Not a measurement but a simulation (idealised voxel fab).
This section sets out a process module, namely voxel double patterning.
Cross-sectional view cut (width: 220 nm; square cell size: 5 nm).
When this document writes out a cross-section, it uses a grid of square cells and lists it as bands, beginning at the top and moving down, with a band standing for one or more rows of cells. Quick guide to a band line: top height, bottom height (nm) up front; then every material left to right with its width in nm. Only one material and it's marked "all across"? Then it fills the band edge to edge. And "air" just means empty space. Height datum 0, below which the as-received substrate wafer is one material. Lowest band open at the bottom, running downward: "from 0 down". Width spec "30..40" -> top row of cells at first value, bottom row at second value, equal per-row change in between. Any step labelled "remained the same" changed none of the cells in the cross-section. Each empty space that has no open way to the top and spans at least 8 cells appears under "Closed empty spaces" as width x height at distance, the distance counted from the left edge, all in nm. On each step's line, the part that comes after the settings is the simulator's own comment on the step. "overlay nm" denotes, for a step that has a mask, the displacement of the mask to the right of its planned place, with negative values corresponding to the left.
# Planned process steps
- 1: RECEIVE with material Si
- 2: CONFORMAL_DEP with material SiO2, thk nm 10
- 3: DIRECTIONAL_DEP with material W, thk nm 15
- 4: DIRECTIONAL_DEP with material SiCN, thk nm 5
- 5: DIRECTIONAL_DEP with material aC, thk nm 10
- 6: PATTERN with tone open, mask id FIRST, material resist, width nm 15, pitch nm 50, thk nm 25, overlay nm 0
- 7: DIRECTIONAL_ETCH with etch materials aC, depth nm 10
- 8: STRIP with etch materials resist
- 9: DIRECTIONAL_ETCH with etch materials SiCN, depth nm 5
- 10: STRIP with etch materials aC
- 11: DIRECTIONAL_DEP with material aC, thk nm 10
- 12: PATTERN with tone open, mask id SECOND, material resist, width nm 15, pitch nm 50, thk nm 30, overlay nm 0
- 13: DIRECTIONAL_ETCH with etch materials aC, depth nm 10
- 14: STRIP with etch materials resist
- 15: DIRECTIONAL_ETCH with etch materials SiCN, depth nm 5
- 16: STRIP with etch materials aC
- 17: DIRECTIONAL_ETCH with etch materials W, depth nm 15
- 18: STRIP with etch materials SiCN
# Step 1 complete: cross-section of the wafer as received
    from 0 down | Si all across
    Closed empty spaces: none
# Cross-section, first of two wafers, end of module, run as planned
    from 25 to 10 | W (50), air (15), W (10), air (15), W (10), air (15), W (10), air (15), W (10), air (15), W (55)
    from 10 to 0 | SiO2 all across
    from 0 down | Si all across
    Closed empty spaces: none
# Cross-section, second wafer: same start as the first, same plan as the first, one mistake in running it; taken at the end of the module
    from 25 to 10 | W (45), air (25), W (5), air (15), W (5), air (25), W (5), air (15), W (5), air (25), W (50)
    from 10 to 0 | SiO2 all across
    from 0 down | Si all across
    Closed empty spaces: none
So what did we get wrong on this run? not per plan at step 6, really ran PATTERN with tone open, mask id FIRST, material resist, width nm 25, pitch nm 50, thk nm 25, overlay nm 0
At the finish, the second wafer shows more or fewer cells for some materials than the first does: W: 18 fewer
